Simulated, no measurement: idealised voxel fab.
process module | voxel transistor to metal
cross-section cut | 300 nm wide | cells 5 nm
A cross-section is a grid of square cells, given in bands from the top down. A band is one or more rows of cells.
Each band's line starts with the height of the band's top and of its bottom, in nm. Then come its materials from left to right, each with its width in nm. One material with "throughout" fills the band from edge to edge. "air" is empty space.
Height 0 is the level under which the wafer as received is all one material. The lowest band goes on downwards, as in "0 down".
A width such as "30 to 40" changes by the same amount from each row of cells to the next, from the band's top row to its bottom row.
"no change" after a step means that no cell of the cross-section changed.
closed voids: empty space of 8 cells or more with no open way to the top, each as width x height at its distance from the left edge, in nm
after a step's settings: what the simulator itself notes on the step
overlay nm, on a step with a mask: how far to the right of its planned place the mask lay; to the left if negative
plan
1 op RECEIVE | material Si
2 op CONFORMAL_DEP | material SiO2 | thk nm 5
3 op CONFORMAL_DEP | material SiN | thk nm 10
4 op DIRECTIONAL_DEP | material aC | thk nm 15
5 op PATTERN | tone cover | mask id ACTIVE | material resist | width nm 120 | pitch nm 140 | thk nm 30 | overlay nm 0
6 op DIRECTIONAL_ETCH | etch materials aC | depth nm 15
7 op STRIP | etch materials resist
8 op DIRECTIONAL_ETCH | etch materials SiN | depth nm 10
9 op DIRECTIONAL_ETCH | etch materials SiO2 | depth nm 5
10 op DIRECTIONAL_ETCH | etch materials Si | depth nm 20
11 op STRIP | etch materials aC
12 op OXIDIZE | depth nm 5
13 op FILL_DEP | material SiO2 | thk nm 10
14 op CMP | height nm 15
15 op SELECTIVE_ETCH | etch materials SiO2 | depth nm 10
16 op STRIP | etch materials SiN
17 op SELECTIVE_ETCH | etch materials SiO2 | depth nm 5
18 op OXIDIZE | depth nm 5
19 op DIRECTIONAL_DEP | material polySi | thk nm 25
20 op DIRECTIONAL_DEP | material SiCN | thk nm 15
21 op PATTERN | tone cover | mask id GATE | material resist | width nm 30 | pitch nm 140 | thk nm 15 | overlay nm 0
22 op DIRECTIONAL_ETCH | etch materials SiCN | depth nm 25
23 op DIRECTIONAL_ETCH | etch materials polySi | depth nm 35
24 op STRIP | etch materials resist
25 op CONFORMAL_DEP | material SiN | thk nm 5
26 op DIRECTIONAL_ETCH | etch materials SiN | depth nm 5
27 op DIRECTIONAL_ETCH | etch materials SiO2 | depth nm 5
28 op DIRECTIONAL_ETCH | etch materials Si | depth nm 5
29 op EPI | material nSi | thk nm 10
30 op FILL_DEP | material SiO2 | thk nm 10
31 op CMP | height nm 25
32 op STRIP | etch materials polySi
33 op SELECTIVE_ETCH | etch materials SiO2 | depth nm 5
34 op CONFORMAL_DEP | material HfO2 | thk nm 5
35 op CONFORMAL_DEP | material TiN | thk nm 5
36 op FILL_DEP | material W | thk nm 10
37 op CMP | height nm 20
38 op DIRECTIONAL_DEP | material SiO2 | thk nm 10
39 op DIRECTIONAL_DEP | material aC | thk nm 10
40 op PATTERN | tone open | mask id CONTACT | material resist | width nm 20 | thk nm 30 | overlay nm 0
41 op DIRECTIONAL_ETCH | etch materials aC | depth nm 10
42 op STRIP | etch materials resist
43 op DIRECTIONAL_ETCH | etch materials SiO2 | depth nm 30
44 op STRIP | etch materials aC
45 op CONFORMAL_DEP | material TiN | thk nm 5
46 op FILL_DEP | material W | thk nm 10
47 op CMP | height nm 30
48 op CONFORMAL_DEP | material SiN | thk nm 5
49 op DIRECTIONAL_DEP | material SiO2 | thk nm 15
50 op PATTERN | tone open | mask id METAL_1 | material resist | width nm 20 | thk nm 15 | overlay nm 0
51 op DIRECTIONAL_ETCH | etch materials SiO2 | depth nm 5
52 op DIRECTIONAL_ETCH | etch materials SiN | depth nm 5
53 op STRIP | etch materials resist
54 op CONFORMAL_DEP | material TiN | thk nm 5
55 op FILL_DEP | material Ru | thk nm 5
56 op CMP | height nm 50
57 op EPI | material Ru | thk nm 5
58 op FILL_DEP | material SiCN | thk nm 5
59 op DIRECTIONAL_DEP | material SiO2 | thk nm 30
60 op DIRECTIONAL_DEP | material aC | thk nm 10
61 op PATTERN | tone open | mask id METAL_2 | material resist | width nm 20 | pitch nm 140 | thk nm 30 | overlay nm 0
62 op DIRECTIONAL_ETCH | etch materials aC | depth nm 10
63 op STRIP | etch materials resist
64 op DIRECTIONAL_ETCH | etch materials SiO2 | depth nm 15
65 op STRIP | etch materials aC
66 op MASKED_ETCH | tone open | mask id METAL_2_HOLES | width nm 15 | pitch nm 140 | etch materials SiO2 | depth nm 15 | overlay nm 0
67 op MASKED_ETCH | tone open | mask id METAL_2_HOLES | width nm 15 | pitch nm 140 | etch materials SiCN | depth nm 5 | overlay nm 0
68 op CONFORMAL_DEP | material TiN | thk nm 5
69 op FILL_DEP | material Cu | thk nm 5
70 op CMP | height nm 90
71 op CONFORMAL_DEP | material SiN | thk nm 5
varied across the wafers: depth nm of step 51. The plan shows the first wafer's value. All wafers start alike
first wafer as received, after step 1
  0 down: Si throughout
  closed voids: none
first wafer at the end, after step 71
  95 to 90: SiN throughout
  90 to 80: SiO2 30 | TiN 5 | Cu 10 | TiN 5 | SiO2 120 | TiN 5 | Cu 10 | TiN 5 | SiO2 110
  80 to 75: SiO2 30 | TiN 5 | Cu 5 | TiN 10 | SiO2 120 | TiN 5 | Cu 5 | TiN 10 | SiO2 110
  75 to 60: SiO2 30 | TiN 5 | Cu 5 | TiN 5 | SiO2 125 | TiN 5 | Cu 5 | TiN 5 | SiO2 115
  60 to 55: SiCN 30 | TiN 15 | SiCN 125 | TiN 15 | SiCN 115
  55 to 50: SiCN 25 | Ru 30 | SiCN 50 | Ru 30 | SiCN 30 | Ru 30 | SiCN 50 | Ru 30 | SiCN 25
  50 to 45: SiO2 30 | TiN 20 | SiO2 60 | TiN 20 | SiO2 40 | TiN 20 | SiO2 60 | TiN 20 | SiO2 30
  45 to 35: SiO2 throughout
  35 to 30: SiN throughout
  30 to 20: SiO2 30 | TiN 5 | W 10 | TiN 5 | SiO2 60 | TiN 5 | W 10 | TiN 5 | SiO2 40 | TiN 5 | W 10 | TiN 5 | SiO2 60 | TiN 5 | W 10 | TiN 5 | SiO2 30
  20 to 5: SiO2 30 | TiN 5 | W 10 | TiN 5 | SiO2 10 | SiN 5 | HfO2 5 | TiN 5 | W 10 | TiN 5 | HfO2 5 | SiN 5 | SiO2 10 | TiN 5 | W 10 | TiN 5 | SiO2 40 | TiN 5 | W 10 | TiN 5 | SiO2 10 | SiN 5 | HfO2 5 | TiN 5 | W 10 | TiN 5 | HfO2 5 | SiN 5 | SiO2 10 | TiN 5 | W 10 | TiN 5 | SiO2 30
  5 to 0: SiO2 30 | TiN 20 | nSi 10 | SiN 5 | HfO2 5 | TiN 20 | HfO2 5 | SiN 5 | nSi 10 | TiN 20 | SiO2 40 | TiN 20 | nSi 10 | SiN 5 | HfO2 5 | TiN 20 | HfO2 5 | SiN 5 | nSi 10 | TiN 20 | SiO2 30
  0 to -5: SiO2 20 | nSi 40 | HfO2 40 | nSi 40 | SiO2 20 | nSi 40 | HfO2 40 | nSi 40 | SiO2 20
  -5 to -10: SiO2 25 | nSi 35 | Si 40 | nSi 35 | SiO2 30 | nSi 35 | Si 40 | nSi 35 | SiO2 25
  -10 to -25: SiO2 25 | Si 110 | SiO2 30 | Si 110 | SiO2 25
  -25 down: Si throughout
  closed voids: none
last wafer at the end
  95 to 90: SiN throughout
  90 to 80: SiO2 30 | TiN 5 | Cu 10 | TiN 5 | SiO2 120 | TiN 5 | Cu 10 | TiN 5 | SiO2 110
  80 to 75: SiO2 30 | TiN 5 | Cu 5 | TiN 10 | SiO2 120 | TiN 5 | Cu 5 | TiN 10 | SiO2 110
  75 to 60: SiO2 30 | TiN 5 | Cu 5 | TiN 5 | SiO2 125 | TiN 5 | Cu 5 | TiN 5 | SiO2 115
  60 to 55: SiCN 30 | TiN 15 | SiCN 125 | TiN 15 | SiCN 115
  55 to 50: SiCN 25 | Ru 30 | SiCN 50 | Ru 30 | SiCN 30 | Ru 30 | SiCN 50 | Ru 30 | SiCN 25
  50 to 35: SiO2 30 | TiN 5 | Ru 10 | TiN 5 | SiO2 60 | TiN 5 | Ru 10 | TiN 5 | SiO2 40 | TiN 5 | Ru 10 | TiN 5 | SiO2 60 | TiN 5 | Ru 10 | TiN 5 | SiO2 30
  35 to 30: SiN 30 | TiN 20 | SiN 60 | TiN 20 | SiN 40 | TiN 20 | SiN 60 | TiN 20 | SiN 30
  30 to 20: SiO2 30 | TiN 5 | W 10 | TiN 5 | SiO2 60 | TiN 5 | W 10 | TiN 5 | SiO2 40 | TiN 5 | W 10 | TiN 5 | SiO2 60 | TiN 5 | W 10 | TiN 5 | SiO2 30
  20 to 5: SiO2 30 | TiN 5 | W 10 | TiN 5 | SiO2 10 | SiN 5 | HfO2 5 | TiN 5 | W 10 | TiN 5 | HfO2 5 | SiN 5 | SiO2 10 | TiN 5 | W 10 | TiN 5 | SiO2 40 | TiN 5 | W 10 | TiN 5 | SiO2 10 | SiN 5 | HfO2 5 | TiN 5 | W 10 | TiN 5 | HfO2 5 | SiN 5 | SiO2 10 | TiN 5 | W 10 | TiN 5 | SiO2 30
  5 to 0: SiO2 30 | TiN 20 | nSi 10 | SiN 5 | HfO2 5 | TiN 20 | HfO2 5 | SiN 5 | nSi 10 | TiN 20 | SiO2 40 | TiN 20 | nSi 10 | SiN 5 | HfO2 5 | TiN 20 | HfO2 5 | SiN 5 | nSi 10 | TiN 20 | SiO2 30
  0 to -5: SiO2 20 | nSi 40 | HfO2 40 | nSi 40 | SiO2 20 | nSi 40 | HfO2 40 | nSi 40 | SiO2 20
  -5 to -10: SiO2 25 | nSi 35 | Si 40 | nSi 35 | SiO2 30 | nSi 35 | Si 40 | nSi 35 | SiO2 25
  -10 to -25: SiO2 25 | Si 110 | SiO2 30 | Si 110 | SiO2 25
  -25 down: Si throughout
  closed voids: none
each wafer at the end: cells of each material gained (+) or lost (-) since it was received, then its closed voids
depth nm 5 | +16 Cu | +32 HfO2 | +24 Ru | -152 Si | +90 SiCN | +136 SiN | +750 SiO2 | +124 TiN | +52 W | +68 nSi | closed voids: none
depth nm 10 | +16 Cu | +32 HfO2 | +32 Ru | -152 Si | +90 SiCN | +136 SiN | +734 SiO2 | +132 TiN | +52 W | +68 nSi | closed voids: none
depth nm 15 | +16 Cu | +32 HfO2 | +48 Ru | -152 Si | +90 SiCN | +120 SiN | +718 SiO2 | +148 TiN | +52 W | +68 nSi | closed voids: none
depth nm 20 | +16 Cu | +32 HfO2 | +48 Ru | -152 Si | +90 SiCN | +120 SiN | +718 SiO2 | +148 TiN | +52 W | +68 nSi | closed voids: none
depth nm 25 | +16 Cu | +32 HfO2 | +48 Ru | -152 Si | +90 SiCN | +120 SiN | +718 SiO2 | +148 TiN | +52 W | +68 nSi | closed voids: none
depth nm 30 | +16 Cu | +32 HfO2 | +48 Ru | -152 Si | +90 SiCN | +120 SiN | +718 SiO2 | +148 TiN | +52 W | +68 nSi | closed voids: none
